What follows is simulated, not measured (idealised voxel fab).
process module | voxel fin reveal
cross-section cut | 185 nm wide | cells 5 nm
A cross-section is a grid of square cells, given in bands from the top down. A band is one or more rows of cells.
Each band's line starts with the height of the band's top and of its bottom, in nm. Then come its materials from left to right, each with its width in nm. One material with "throughout" fills the band from edge to edge. "air" is empty space.
Height 0 is the level under which the wafer as received is all one material. The lowest band goes on downwards, as in "0 down".
A width such as "30 to 40" changes by the same amount from each row of cells to the next, from the band's top row to its bottom row.
"no change" after a step means that no cell of the cross-section changed.
closed voids: empty space of 8 cells or more with no open way to the top, each as width x height at its distance from the left edge, in nm
after a step's settings: what the simulator itself notes on the step
overlay nm, on a step with a mask: how far to the right of its planned place the mask lay; to the left if negative
plan
1 op RECEIVE | material Si
2 op CONFORMAL_DEP | material SiN | thk nm 5
3 op PATTERN | tone cover | mask id FINS | material resist | width nm 15 | pitch nm 40 | thk nm 15 | overlay nm 0
4 op DIRECTIONAL_ETCH | etch materials SiN | depth nm 5
5 op DIRECTIONAL_ETCH | etch materials Si | depth nm 40
6 op STRIP | etch materials resist
7 op OXIDIZE | depth nm 5
8 op FILL_DEP | material SiO2 | thk nm 5
9 op CMP | height nm 5
10 op SELECTIVE_ETCH | etch materials SiO2 | depth nm 35
11 op STRIP | etch materials SiN
as received, after step 1
  0 down: Si throughout
  closed voids: none
first wafer at the end, as planned
  0 to -30: air 50 | Si 5 | air 35 | Si 5 | air 35 | Si 5 | air 50
  -30 to -45: SiO2 50 | Si 5 | SiO2 35 | Si 5 | SiO2 35 | Si 5 | SiO2 50
  -45 down: Si throughout
  closed voids: none
second wafer at the end: like start, like plan, one mistake
  0 to -20: air 50 | Si 5 | air 35 | Si 5 | air 35 | Si 5 | air 50
  -20 to -45: SiO2 50 | Si 5 | SiO2 35 | Si 5 | SiO2 35 | Si 5 | SiO2 50
  -45 down: Si throughout
  closed voids: none
what went wrong: step 10 ran as: op SELECTIVE_ETCH | etch materials SiO2 | depth nm 25
at the end the second wafer has, in cells: 68 more of SiO2
